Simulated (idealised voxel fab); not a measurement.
The following process module bears the name voxel self aligned vias.
Displayed cross-section: cut, width of 280 nm, square cells sized 5 nm.
We lay out every cross-section as a grid of square cells and spell it out in bands from the top down, where one band means one or more rows of cells.
Within each band entry, the heights of the top and of the bottom of the band appear first, in that order and in nm; the materials of the band then follow from left to right, each with its corresponding width in nm. The designation "throughout" on a single material indicates that it fills the band from edge to edge; the designation "empty" indicates empty space.
Heights from 0 (as-received wafer is one material below). Bottom band endless downward, as "from 0 down".
The width entry "30..40" should be interpreted row by row: the top row of cells in the band takes the first number, the bottom row takes the second number, and the change between adjacent rows is uniform throughout.
A step reported as "nothing altered" is a step in which no cell of the cross-section changed.
"Unvented cavities" lists enclosed empty spaces (at least 8 cells, no open path upward to the top), each as width x height at distance from the left edge, in nm.
Where a step's line continues beyond its settings, the continuation is a remark by the simulator itself on that step.
The "overlay nm" setting may appear on a step's line; for a step that uses a mask, it gives how far to the right of its planned position the mask lay, and a negative value indicates the left.

-- List of planned process steps
step 1: RECEIVE: material Si
step 2: CONFORMAL_DEP: material SiO2, thk nm 15
step 3: CONFORMAL_DEP: material SiCN, thk nm 5
step 4: DIRECTIONAL_DEP: material SiO2, thk nm 30
step 5: PATTERN: tone open, mask id LINES, material resist, width nm 30, pitch nm 70, thk nm 20, overlay nm 0
step 6: DIRECTIONAL_ETCH: etch materials SiO2, depth nm 30
step 7: STRIP: etch materials resist
step 8: CONFORMAL_DEP: material TiN, thk nm 5
step 9: FILL_DEP: material Ru, thk nm 5
step 10: CMP: height nm 50
step 11: SELECTIVE_ETCH: etch materials W Ru TiN, depth nm 10
step 12: FILL_DEP: material SiN, thk nm 5
step 13: CMP: height nm 50
step 14: DIRECTIONAL_DEP: material SiO2, thk nm 15
step 15: MASKED_ETCH: tone open, mask id VIAS, width nm 50, pitch nm 70, etch materials SiO2, depth nm 15, overlay nm 0
step 16: MASKED_ETCH: tone open, mask id VIAS, width nm 50, pitch nm 70, etch materials SiN, depth nm 10, overlay nm 0
step 17: CONFORMAL_DEP: material TiN, thk nm 5
step 18: FILL_DEP: material Ru, thk nm 5
step 19: CMP: height nm 65
step 20: CONFORMAL_DEP: material SiN, thk nm 5

-- Step 1 complete: cross-section of the wafer as received
- from 0 down | Si throughout
- Unvented cavities: none

-- End-of-module cross-section of the first of two wafers, processed as planned
- from 70 to 65 | SiN throughout
- from 65 to 55 | SiO2: 45; TiN: 5; Ru: 40; TiN: 5; SiO2: 20; TiN: 5; Ru: 40; TiN: 5; SiO2: 20; TiN: 5; Ru: 40; TiN: 5; SiO2: 45
- from 55 to 45 | SiO2: 45..55; TiN: 15..5; Ru: 20; TiN: 15..5; SiO2: 20..40; TiN: 15..5; Ru: 20; TiN: 15..5; SiO2: 20..40; TiN: 15..5; Ru: 20; TiN: 15..5; SiO2: 45..55
- from 45 to 40 | SiO2: 55; TiN: 30; SiO2: 40; TiN: 30; SiO2: 40; TiN: 30; SiO2: 55
- from 40 to 25 | SiO2: 55; TiN: 5; Ru: 20; TiN: 5; SiO2: 40; TiN: 5; Ru: 20; TiN: 5; SiO2: 40; TiN: 5; Ru: 20; TiN: 5; SiO2: 55
- from 25 to 20 | SiO2: 55; TiN: 30; SiO2: 40; TiN: 30; SiO2: 40; TiN: 30; SiO2: 55
- from 20 to 15 | SiCN throughout
- from 15 to 0 | SiO2 throughout
- from 0 down | Si throughout
- Unvented cavities: none

-- Now the second wafer, cross-sectioned at the end of the module. Nothing different at the start, nothing different in the plan compared with the first, just one mistake when it was actually run
- from 70 to 65 | SiN throughout
- from 65 to 45 | SiO2: 45; TiN: 5; Ru: 40; TiN: 5; SiO2: 20; TiN: 5; Ru: 40; TiN: 5; SiO2: 20; TiN: 5; Ru: 40; TiN: 5; SiO2: 45
- from 45 to 40 | SiO2: 45; TiN: 50; SiO2: 20; TiN: 50; SiO2: 20; TiN: 50; SiO2: 45
- from 40 to 25 | SiO2: 55; TiN: 5; Ru: 20; TiN: 5; SiO2: 40; TiN: 5; Ru: 20; TiN: 5; SiO2: 40; TiN: 5; Ru: 20; TiN: 5; SiO2: 55
- from 25 to 20 | SiO2: 55; TiN: 30; SiO2: 40; TiN: 30; SiO2: 40; TiN: 30; SiO2: 55
- from 20 to 15 | SiCN throughout
- from 15 to 0 | SiO2 throughout
- from 0 down | Si throughout
- Unvented cavities: none
Short version of what went wrong: so step 15 ended up running with a different setting than we planned, it ran as MASKED_ETCH: tone open, mask id VIAS, width nm 50, pitch nm 70, etch materials SiO2, depth nm 25, overlay nm 0
Once processing is complete, comparing cell counts shows that the second wafer has more or fewer of certain materials than the first: Ru: 24 more; SiO2: 24 fewer
